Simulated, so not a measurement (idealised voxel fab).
Documented hereafter: the process module known as voxel ribs on slabs.
Section shown: cut. Width: 265 nm. Cell size: 5 nm, square.
Cross-section layout: square cells on a grid; listed as bands, top to bottom; a band spans one or more cell rows.
Heights first: top, then bottom, in nm. Then materials, left to right, each with a width in nm. "edge to edge" on a single material: fills the band edge to edge. "empty": empty space.
Heights are measured from 0, the level below which the as-received wafer is all one material; the lowest band has no bottom and continues downward, written as in "from 0 down".
The two numbers in a width such as "30 to 40" mark its ends across the band: the first belongs to the top row of cells, the second to the bottom row, and from each row to the next the width moves by the same amount.
What does "nothing different" mean for a step? It means no cell of the cross-section changed in that step.
So "Closed void inventory" is basically the list of trapped voids: any empty space of 8 cells or more that can't reach the top through an opening. They're written width x height at distance, the distance being from the left edge, and it's all nm.
Heads up: the bit after the settings on a step's line is the simulator's remark on that step.
"overlay nm" on a masked step: distance the mask lay right of its planned place, negative for left.
Pairs follow: section before one process step, section after it down to the lowest changed band, step with settings underneath. Pairs may come from different runs of this module on the same starting wafer; continuity with the pair above only as stated in the "Before step" entry.

BEFORE STEP
  from 0 down  Si edge to edge
  Closed void inventory: none

SECTIONAL RESULT
  from 20 to 0  SiO2 edge to edge
  Under the height 0 nothing was changed.
  Closed void inventory: none
Process step separating the two views above: DIRECTIONAL_DEP, material SiO2, thk nm 20

Before step: = after-state of the pair above.

SECTIONAL RESULT
  from 40 to 20  polySi edge to edge
  Under the height 20 nothing was changed.
  Closed void inventory: none
Process step separating the two views above: DIRECTIONAL_DEP, material polySi, thk nm 20

Before step: = after-state of the pair above.

SECTIONAL RESULT
  from 55 to 40  aC edge to edge
  Under the height 40 nothing was changed.
  Closed void inventory: none
Process step separating the two views above: DIRECTIONAL_DEP, material aC, thk nm 15

Before step: = after-state of the pair above.

SECTIONAL RESULT
  from 85 to 55  120 empty, then 20 resist, then 125 empty
  Under the height 55 nothing was changed.
  Closed void inventory: none
Process step separating the two views above: PATTERN, tone cover, mask id RIB, material resist, width nm 20, thk nm 30, overlay nm 0

Before step: = after-state of the pair above.

SECTIONAL RESULT
  from 70 to 55  120 empty, then 20 resist, then 125 empty
  from 55 to 40  120 empty, then 20 aC, then 125 empty
  Under the height 40 nothing was changed.
  Closed void inventory: none
Process step separating the two views above: DIRECTIONAL_ETCH, etch materials aC, depth nm 15

Before step: = after-state of the pair above.

SECTIONAL RESULT
  from 55 to 40  120 empty, then 20 aC, then 125 empty
  Under the height 40 nothing was changed.
  Closed void inventory: none
Process step separating the two views above: STRIP, etch materials resist

Before step: = after-state of the pair above.

SECTIONAL RESULT
  from 55 to 40  120 empty, then 20 aC, then 125 empty
  from 40 to 30  120 empty, then 20 polySi, then 125 empty
  Under the height 30 nothing was changed.
  Closed void inventory: none
Process step separating the two views above: DIRECTIONAL_ETCH, etch materials polySi, depth nm 10

Before step: = after-state of the pair above.

SECTIONAL RESULT
  from 40 to 30  120 empty, then 20 polySi, then 125 empty
  Under the height 30 nothing was changed.
  Closed void inventory: none
Process step separating the two views above: STRIP, etch materials aC

Before step: = after-state of the pair above.

SECTIONAL RESULT
  from 40 to 30  120 empty, then 20 polySi, then 125 empty
  from 30 to 20  105 empty, then 50 polySi, then 110 empty
  Under the height 20 nothing was changed.
  Closed void inventory: none
Process step separating the two views above: MASKED_ETCH, tone cover, mask id SLAB, width nm 50, etch materials polySi, depth nm 10, overlay nm 0

Before step: = after-state of the pair above.

SECTIONAL RESULT
  from 55 to 40  SiO2 edge to edge
  from 40 to 30  120 SiO2, then 20 polySi, then 125 SiO2
  from 30 to 20  105 SiO2, then 50 polySi, then 110 SiO2
  Under the height 20 nothing was changed.
  Closed void inventory: none
Process step separating the two views above: FILL_DEP, material SiO2, thk nm 15

Before step: = after-state of the pair above.

SECTIONAL RESULT
  from 50 to 40  SiO2 edge to edge
  Under the height 40 nothing was changed.
  Closed void inventory: none
Process step separating the two views above: CMP, height nm 50

Before step: = after-state of the pair above.

SECTIONAL RESULT
  from 60 to 50  W edge to edge
  Under the height 50 nothing was changed.
  Closed void inventory: none
Process step separating the two views above: DIRECTIONAL_DEP, material W, thk nm 10

Before step: = after-state of the pair above.

SECTIONAL RESULT
  from 60 to 50  115 empty, then 30 W, then 120 empty
  Under the height 50 nothing was changed.
  Closed void inventory: none
Process step separating the two views above: MASKED_ETCH, tone cover, mask id HEATER, width nm 30, etch materials W, depth nm 10, overlay nm 0

Before step: = after-state of the pair above.

SECTIONAL RESULT
  from 65 to 60  110 empty, then 40 SiN, then 115 empty
  from 60 to 55  110 empty, then 5 SiN, then 30 W, then 5 SiN, then 115 empty
  from 55 to 50  115 SiN, then 30 W, then 120 SiN
  Under the height 50 nothing was changed.
  Closed void inventory: none
Process step separating the two views above: CONFORMAL_DEP, material SiN, thk nm 5

BEFORE STEP
  from 20 to 0  SiO2 edge to edge
  from 0 down  Si edge to edge
  Closed void inventory: none

SECTIONAL RESULT
  from 40 to 0  SiO2 edge to edge
  Under the height 0 nothing was changed.
  Closed void inventory: none
Process step separating the two views above: DIRECTIONAL_DEP, material SiO2, thk nm 20

Before step: = after-state of the pair above.

SECTIONAL RESULT
  from 60 to 40  polySi edge to edge
  Under the height 40 nothing was changed.
  Closed void inventory: none
Process step separating the two views above: DIRECTIONAL_DEP, material polySi, thk nm 20

Before step: = after-state of the pair above.

SECTIONAL RESULT
  from 75 to 60  aC edge to edge
  Under the height 60 nothing was changed.
  Closed void inventory: none
Process step separating the two views above: DIRECTIONAL_DEP, material aC, thk nm 15

Before step: = after-state of the pair above.

SECTIONAL RESULT
  from 105 to 75  120 empty, then 20 resist, then 125 empty
  Under the height 75 nothing was changed.
  Closed void inventory: none
Process step separating the two views above: PATTERN, tone cover, mask id RIB, material resist, width nm 20, thk nm 30, overlay nm 0

Before step: = after-state of the pair above.

SECTIONAL RESULT
  from 90 to 75  120 empty, then 20 resist, then 125 empty
  from 75 to 60  120 empty, then 20 aC, then 125 empty
  Under the height 60 nothing was changed.
  Closed void inventory: none
Process step separating the two views above: DIRECTIONAL_ETCH, etch materials aC, depth nm 15

Before step: = after-state of the pair above.

SECTIONAL RESULT
  from 75 to 60  120 empty, then 20 aC, then 125 empty
  Under the height 60 nothing was changed.
  Closed void inventory: none
Process step separating the two views above: STRIP, etch materials resist

Before step: = after-state of the pair above.

SECTIONAL RESULT
  from 75 to 60  120 empty, then 20 aC, then 125 empty
  from 60 to 50  120 empty, then 20 polySi, then 125 empty
  Under the height 50 nothing was changed.
  Closed void inventory: none
Process step separating the two views above: DIRECTIONAL_ETCH, etch materials polySi, depth nm 10

Before step: = after-state of the pair above.

SECTIONAL RESULT
  from 60 to 50  120 empty, then 20 polySi, then 125 empty
  Under the height 50 nothing was changed.
  Closed void inventory: none
Process step separating the two views above: STRIP, etch materials aC

Before step: = after-state of the pair above.

SECTIONAL RESULT
  from 60 to 50  120 empty, then 20 polySi, then 125 empty
  from 50 to 40  105 empty, then 50 polySi, then 110 empty
  Under the height 40 nothing was changed.
  Closed void inventory: none
Process step separating the two views above: MASKED_ETCH, tone cover, mask id SLAB, width nm 50, etch materials polySi, depth nm 10, overlay nm 0

Before step: = after-state of the pair above.

SECTIONAL RESULT
  from 75 to 60  SiO2 edge to edge
  from 60 to 50  120 SiO2, then 20 polySi, then 125 SiO2
  from 50 to 40  105 SiO2, then 50 polySi, then 110 SiO2
  Under the height 40 nothing was changed.
  Closed void inventory: none
Process step separating the two views above: FILL_DEP, material SiO2, thk nm 15

Before step: = after-state of the pair above.

SECTIONAL RESULT
  from 50 to 40  105 SiO2, then 50 polySi, then 110 SiO2
  Under the height 40 nothing was changed.
  Closed void inventory: none
Process step separating the two views above: CMP, height nm 50

Before step: = after-state of the pair above.

SECTIONAL RESULT
  from 60 to 50  W edge to edge
  Under the height 50 nothing was changed.
  Closed void inventory: none
Process step separating the two views above: DIRECTIONAL_DEP, material W, thk nm 10

Before step: = after-state of the pair above.

SECTIONAL RESULT
  from 60 to 50  115 empty, then 30 W, then 120 empty
  Under the height 50 nothing was changed.
  Closed void inventory: none
Process step separating the two views above: MASKED_ETCH, tone cover, mask id HEATER, width nm 30, etch materials W, depth nm 10, overlay nm 0

Before step: = after-state of the pair above.

SECTIONAL RESULT
  from 65 to 60  110 empty, then 40 SiN, then 115 empty
  from 60 to 55  110 empty, then 5 SiN, then 30 W, then 5 SiN, then 115 empty
  from 55 to 50  115 SiN, then 30 W, then 120 SiN
  Under the height 50 nothing was changed.
  Closed void inventory: none
Process step separating the two views above: CONFORMAL_DEP, material SiN, thk nm 5

BEFORE STEP
  from 0 down  Si edge to edge
  Closed void inventory: none

SECTIONAL RESULT
  from 20 to 0  polySi edge to edge
  Under the height 0 nothing was changed.
  Closed void inventory: none
Process step separating the two views above: DIRECTIONAL_DEP, material polySi, thk nm 20

Before step: = after-state of the pair above.

SECTIONAL RESULT
  from 40 to 20  SiO2 edge to edge
  Under the height 20 nothing was changed.
  Closed void inventory: none
Process step separating the two views above: DIRECTIONAL_DEP, material SiO2, thk nm 20

Before step: = after-state of the pair above.

SECTIONAL RESULT
  from 55 to 40  aC edge to edge
  Under the height 40 nothing was changed.
  Closed void inventory: none
Process step separating the two views above: DIRECTIONAL_DEP, material aC, thk nm 15

Before step: = after-state of the pair above.

SECTIONAL RESULT
  from 85 to 55  120 empty, then 20 resist, then 125 empty
  Under the height 55 nothing was changed.
  Closed void inventory: none
Process step separating the two views above: PATTERN, tone cover, mask id RIB, material resist, width nm 20, thk nm 30, overlay nm 0

Before step: = after-state of the pair above.

SECTIONAL RESULT
  from 70 to 55  120 empty, then 20 resist, then 125 empty
  from 55 to 40  120 empty, then 20 aC, then 125 empty
  Under the height 40 nothing was changed.
  Closed void inventory: none
Process step separating the two views above: DIRECTIONAL_ETCH, etch materials aC, depth nm 15

Before step: = after-state of the pair above.

SECTIONAL RESULT
  from 55 to 40  120 empty, then 20 aC, then 125 empty
  Under the height 40 nothing was changed.
  Closed void inventory: none
Process step separating the two views above: STRIP, etch materials resist

Before step: = after-state of the pair above.

SECTIONAL RESULT
  from 40 to 20  SiO2 edge to edge
  Under the height 20 nothing was changed.
  Closed void inventory: none
Process step separating the two views above: STRIP, etch materials aC

Before step: = after-state of the pair above.

SECTIONAL RESULT
  from 55 to 20  SiO2 edge to edge
  Under the height 20 nothing was changed.
  Closed void inventory: none
Process step separating the two views above: FILL_DEP, material SiO2, thk nm 15

Before step: = after-state of the pair above.

SECTIONAL RESULT
  from 50 to 20  SiO2 edge to edge
  Under the height 20 nothing was changed.
  Closed void inventory: none
Process step separating the two views above: CMP, height nm 50

Before step: = after-state of the pair above.

SECTIONAL RESULT
  from 60 to 50  W edge to edge
  Under the height 50 nothing was changed.
  Closed void inventory: none
Process step separating the two views above: DIRECTIONAL_DEP, material W, thk nm 10

Before step: = after-state of the pair above.

SECTIONAL RESULT
  from 60 to 50  115 empty, then 30 W, then 120 empty
  Under the height 50 nothing was changed.
  Closed void inventory: none
Process step separating the two views above: MASKED_ETCH, tone cover, mask id HEATER, width nm 30, etch materials W, depth nm 10, overlay nm 0

Before step: = after-state of the pair above.

SECTIONAL RESULT
  from 65 to 60  110 empty, then 40 SiN, then 115 empty
  from 60 to 55  110 empty, then 5 SiN, then 30 W, then 5 SiN, then 115 empty
  from 55 to 50  115 SiN, then 30 W, then 120 SiN
  Under the height 50 nothing was changed.
  Closed void inventory: none
Process step separating the two views above: CONFORMAL_DEP, material SiN, thk nm 5

BEFORE STEP
  from 55 to 40  120 empty, then 20 aC, then 125 empty
  from 40 to 20  polySi edge to edge
  from 20 to 0  SiO2 edge to edge
  from 0 down  Si edge to edge
  Closed void inventory: none

SECTIONAL RESULT
  from 55 to 40  120 empty, then 20 aC, then 125 empty
  from 40 to 35  120 empty, then 20 polySi, then 125 empty
  Under the height 35 nothing was changed.
  Closed void inventory: none
Process step separating the two views above: DIRECTIONAL_ETCH, etch materials polySi, depth nm 5

Before step: = after-state of the pair above.

SECTIONAL RESULT
  from 40 to 35  120 empty, then 20 polySi, then 125 empty
  Under the height 35 nothing was changed.
  Closed void inventory: none
Process step separating the two views above: STRIP, etch materials aC

Before step: = after-state of the pair above.

SECTIONAL RESULT
  from 40 to 35  120 empty, then 20 polySi, then 125 empty
  from 35 to 25  105 empty, then 50 polySi, then 110 empty
  Under the height 25 nothing was changed.
  Closed void inventory: none
Process step separating the two views above: MASKED_ETCH, tone cover, mask id SLAB, width nm 50, etch materials polySi, depth nm 10, overlay nm 0

Before step: = after-state of the pair above.

SECTIONAL RESULT
  from 55 to 40  SiO2 edge to edge
  from 40 to 35  120 SiO2, then 20 polySi, then 125 SiO2
  from 35 to 25  105 SiO2, then 50 polySi, then 110 SiO2
  Under the height 25 nothing was changed.
  Closed void inventory: none
Process step separating the two views above: FILL_DEP, material SiO2, thk nm 15

Before step: = after-state of the pair above.

SECTIONAL RESULT
  from 50 to 40  SiO2 edge to edge
  Under the height 40 nothing was changed.
  Closed void inventory: none
Process step separating the two views above: CMP, height nm 50

Before step: = after-state of the pair above.

SECTIONAL RESULT
  from 60 to 50  W edge to edge
  Under the height 50 nothing was changed.
  Closed void inventory: none
Process step separating the two views above: DIRECTIONAL_DEP, material W, thk nm 10

Before step: = after-state of the pair above.

SECTIONAL RESULT
  from 60 to 50  115 empty, then 30 W, then 120 empty
  Under the height 50 nothing was changed.
  Closed void inventory: none
Process step separating the two views above: MASKED_ETCH, tone cover, mask id HEATER, width nm 30, etch materials W, depth nm 10, overlay nm 0

Before step: = after-state of the pair above.

SECTIONAL RESULT
  from 65 to 60  110 empty, then 40 SiN, then 115 empty
  from 60 to 55  110 empty, then 5 SiN, then 30 W, then 5 SiN, then 115 empty
  from 55 to 50  115 SiN, then 30 W, then 120 SiN
  Under the height 50 nothing was changed.
  Closed void inventory: none
Process step separating the two views above: CONFORMAL_DEP, material SiN, thk nm 5

BEFORE STEP
  from 60 to 50  W edge to edge
  from 50 to 40  SiO2 edge to edge
  from 40 to 30  120 SiO2, then 20 polySi, then 125 SiO2
  from 30 to 20  105 SiO2, then 50 polySi, then 110 SiO2
  from 20 to 0  SiO2 edge to edge
  from 0 down  Si edge to edge
  Closed void inventory: none

SECTIONAL RESULT
  from 60 to 50  120 empty, then 25 W, then 120 empty
  Under the height 50 nothing was changed.
  Closed void inventory: none
Process step separating the two views above: MASKED_ETCH, tone cover, mask id HEATER, width nm 25, etch materials W, depth nm 10, overlay nm 0

Before step: = after-state of the pair above.

SECTIONAL RESULT
  from 65 to 60  115 empty, then 35 SiN, then 115 empty
  from 60 to 55  115 empty, then 5 SiN, then 25 W, then 5 SiN, then 115 empty
  from 55 to 50  120 SiN, then 25 W, then 120 SiN
  Under the height 50 nothing was changed.
  Closed void inventory: none
Process step separating the two views above: CONFORMAL_DEP, material SiN, thk nm 5

BEFORE STEP
  from 40 to 30  120 empty, then 20 polySi, then 125 empty
  from 30 to 20  polySi edge to edge
  from 20 to 0  SiO2 edge to edge
  from 0 down  Si edge to edge
  Closed void inventory: none

SECTIONAL RESULT
  from 40 to 30  120 empty, then 20 polySi, then 125 empty
  from 30 to 20  100 empty, then 50 polySi, then 115 empty
  Under the height 20 nothing was changed.
  Closed void inventory: none
Process step separating the two views above: MASKED_ETCH, tone cover, mask id SLAB, width nm 50, etch materials polySi, depth nm 10, overlay nm -5

Before step: = after-state of the pair above.

SECTIONAL RESULT
  from 55 to 40  SiO2 edge to edge
  from 40 to 30  120 SiO2, then 20 polySi, then 125 SiO2
  from 30 to 20  100 SiO2, then 50 polySi, then 115 SiO2
  Under the height 20 nothing was changed.
  Closed void inventory: none
Process step separating the two views above: FILL_DEP, material SiO2, thk nm 15

Before step: = after-state of the pair above.

SECTIONAL RESULT
  from 50 to 40  SiO2 edge to edge
  Under the height 40 nothing was changed.
  Closed void inventory: none
Process step separating the two views above: CMP, height nm 50

Before step: = after-state of the pair above.

SECTIONAL RESULT
  from 60 to 50  W edge to edge
  Under the height 50 nothing was changed.
  Closed void inventory: none
Process step separating the two views above: DIRECTIONAL_DEP, material W, thk nm 10

Before step: = after-state of the pair above.

SECTIONAL RESULT
  from 60 to 50  115 empty, then 30 W, then 120 empty
  Under the height 50 nothing was changed.
  Closed void inventory: none
Process step separating the two views above: MASKED_ETCH, tone cover, mask id HEATER, width nm 30, etch materials W, depth nm 10, overlay nm 0

Before step: = after-state of the pair above.

SECTIONAL RESULT
  from 65 to 60  110 empty, then 40 SiN, then 115 empty
  from 60 to 55  110 empty, then 5 SiN, then 30 W, then 5 SiN, then 115 empty
  from 55 to 50  115 SiN, then 30 W, then 120 SiN
  Under the height 50 nothing was changed.
  Closed void inventory: none
Process step separating the two views above: CONFORMAL_DEP, material SiN, thk nm 5

BEFORE STEP
  from 0 down  Si edge to edge
  Closed void inventory: none

SECTIONAL RESULT
  from 20 to 0  W edge to edge
  Under the height 0 nothing was changed.
  Closed void inventory: none
Process step separating the two views above: DIRECTIONAL_DEP, material W, thk nm 20

Before step: = after-state of the pair above.

SECTIONAL RESULT
  from 40 to 20  polySi edge to edge
  Under the height 20 nothing was changed.
  Closed void inventory: none
Process step separating the two views above: DIRECTIONAL_DEP, material polySi, thk nm 20

Before step: = after-state of the pair above.

SECTIONAL RESULT
  from 55 to 40  aC edge to edge
  Under the height 40 nothing was changed.
  Closed void inventory: none
Process step separating the two views above: DIRECTIONAL_DEP, material aC, thk nm 15

Before step: = after-state of the pair above.

SECTIONAL RESULT
  from 85 to 55  120 empty, then 20 resist, then 125 empty
  Under the height 55 nothing was changed.
  Closed void inventory: none
Process step separating the two views above: PATTERN, tone cover, mask id RIB, material resist, width nm 20, thk nm 30, overlay nm 0

Before step: = after-state of the pair above.

SECTIONAL RESULT
  from 70 to 55  120 empty, then 20 resist, then 125 empty
  from 55 to 40  120 empty, then 20 aC, then 125 empty
  Under the height 40 nothing was changed.
  Closed void inventory: none
Process step separating the two views above: DIRECTIONAL_ETCH, etch materials aC, depth nm 15

Before step: = after-state of the pair above.

SECTIONAL RESULT
  from 55 to 40  120 empty, then 20 aC, then 125 empty
  Under the height 40 nothing was changed.
  Closed void inventory: none
Process step separating the two views above: STRIP, etch materials resist

Before step: = after-state of the pair above.

SECTIONAL RESULT
  from 55 to 40  120 empty, then 20 aC, then 125 empty
  from 40 to 30  120 empty, then 20 polySi, then 125 empty
  Under the height 30 nothing was changed.
  Closed void inventory: none
Process step separating the two views above: DIRECTIONAL_ETCH, etch materials polySi, depth nm 10

Before step: = after-state of the pair above.

SECTIONAL RESULT
  from 40 to 30  120 empty, then 20 polySi, then 125 empty
  Under the height 30 nothing was changed.
  Closed void inventory: none
Process step separating the two views above: STRIP, etch materials aC

Before step: = after-state of the pair above.

SECTIONAL RESULT
  from 40 to 30  120 empty, then 20 polySi, then 125 empty
  from 30 to 20  105 empty, then 50 polySi, then 110 empty
  Under the height 20 nothing was changed.
  Closed void inventory: none
Process step separating the two views above: MASKED_ETCH, tone cover, mask id SLAB, width nm 50, etch materials polySi, depth nm 10, overlay nm 0

Before step: = after-state of the pair above.

SECTIONAL RESULT
  from 55 to 40  SiO2 edge to edge
  from 40 to 30  120 SiO2, then 20 polySi, then 125 SiO2
  from 30 to 20  105 SiO2, then 50 polySi, then 110 SiO2
  Under the height 20 nothing was changed.
  Closed void inventory: none
Process step separating the two views above: FILL_DEP, material SiO2, thk nm 15

Before step: = after-state of the pair above.

SECTIONAL RESULT
  from 50 to 40  SiO2 edge to edge
  Under the height 40 nothing was changed.
  Closed void inventory: none
Process step separating the two views above: CMP, height nm 50

Before step: = after-state of the pair above.

SECTIONAL RESULT
  from 60 to 50  W edge to edge
  Under the height 50 nothing was changed.
  Closed void inventory: none
Process step separating the two views above: DIRECTIONAL_DEP, material W, thk nm 10

Before step: = after-state of the pair above.

SECTIONAL RESULT
  from 60 to 50  115 empty, then 30 W, then 120 empty
  Under the height 50 nothing was changed.
  Closed void inventory: none
Process step separating the two views above: MASKED_ETCH, tone cover, mask id HEATER, width nm 30, etch materials W, depth nm 10, overlay nm 0

Before step: = after-state of the pair above.

SECTIONAL RESULT
  from 65 to 60  110 empty, then 40 SiN, then 115 empty
  from 60 to 55  110 empty, then 5 SiN, then 30 W, then 5 SiN, then 115 empty
  from 55 to 50  115 SiN, then 30 W, then 120 SiN
  Under the height 50 nothing was changed.
  Closed void inventory: none
Process step separating the two views above: CONFORMAL_DEP, material SiN, thk nm 5

BEFORE STEP
  from 55 to 40  aC edge to edge
  from 40 to 20  polySi edge to edge
  from 20 to 0  SiO2 edge to edge
  from 0 down  Si edge to edge
  Closed void inventory: none

SECTIONAL RESULT
  from 85 to 55  120 resist, then 20 empty, then 125 resist
  Under the height 55 nothing was changed.
  Closed void inventory: none
Process step separating the two views above: PATTERN, tone open, mask id RIB, material resist, width nm 20, thk nm 30, overlay nm 0

Before step: = after-state of the pair above.

SECTIONAL RESULT
  from 70 to 55  120 resist, then 20 empty, then 125 resist
  from 55 to 40  120 aC, then 20 empty, then 125 aC
  Under the height 40 nothing was changed.
  Closed void inventory: none
Process step separating the two views above: DIRECTIONAL_ETCH, etch materials aC, depth nm 15

Before step: = after-state of the pair above.

SECTIONAL RESULT
  from 55 to 40  120 aC, then 20 empty, then 125 aC
  Under the height 40 nothing was changed.
  Closed void inventory: none
Process step separating the two views above: STRIP, etch materials resist

Before step: = after-state of the pair above.

SECTIONAL RESULT
  from 55 to 40  120 aC, then 20 empty, then 125 aC
  from 40 to 30  120 polySi, then 20 empty, then 125 polySi
  Under the height 30 nothing was changed.
  Closed void inventory: none
Process step separating the two views above: DIRECTIONAL_ETCH, etch materials polySi, depth nm 10

Before step: = after-state of the pair above.

SECTIONAL RESULT
  from 40 to 30  120 polySi, then 20 empty, then 125 polySi
  Under the height 30 nothing was changed.
  Closed void inventory: none
Process step separating the two views above: STRIP, etch materials aC

Before step: = after-state of the pair above.

SECTIONAL RESULT
  from 40 to 30  105 empty, then 15 polySi, then 20 empty, then 15 polySi, then 110 empty
  Under the height 30 nothing was changed.
  Closed void inventory: none
Process step separating the two views above: MASKED_ETCH, tone cover, mask id SLAB, width nm 50, etch materials polySi, depth nm 10, overlay nm 0

Before step: = after-state of the pair above.

SECTIONAL RESULT
  from 55 to 40  SiO2 edge to edge
  from 40 to 30  105 SiO2, then 15 polySi, then 20 SiO2, then 15 polySi, then 110 SiO2
  Under the height 30 nothing was changed.
  Closed void inventory: none
Process step separating the two views above: FILL_DEP, material SiO2, thk nm 15

Before step: = after-state of the pair above.

SECTIONAL RESULT
  from 50 to 40  SiO2 edge to edge
  Under the height 40 nothing was changed.
  Closed void inventory: none
Process step separating the two views above: CMP, height nm 50

Before step: = after-state of the pair above.

SECTIONAL RESULT
  from 60 to 50  W edge to edge
  Under the height 50 nothing was changed.
  Closed void inventory: none
Process step separating the two views above: DIRECTIONAL_DEP, material W, thk nm 10

Before step: = after-state of the pair above.

SECTIONAL RESULT
  from 60 to 50  115 empty, then 30 W, then 120 empty
  Under the height 50 nothing was changed.
  Closed void inventory: none
Process step separating the two views above: MASKED_ETCH, tone cover, mask id HEATER, width nm 30, etch materials W, depth nm 10, overlay nm 0

Before step: = after-state of the pair above.

SECTIONAL RESULT
  from 65 to 60  110 empty, then 40 SiN, then 115 empty
  from 60 to 55  110 empty, then 5 SiN, then 30 W, then 5 SiN, then 115 empty
  from 55 to 50  115 SiN, then 30 W, then 120 SiN
  Under the height 50 nothing was changed.
  Closed void inventory: none
Process step separating the two views above: CONFORMAL_DEP, material SiN, thk nm 5
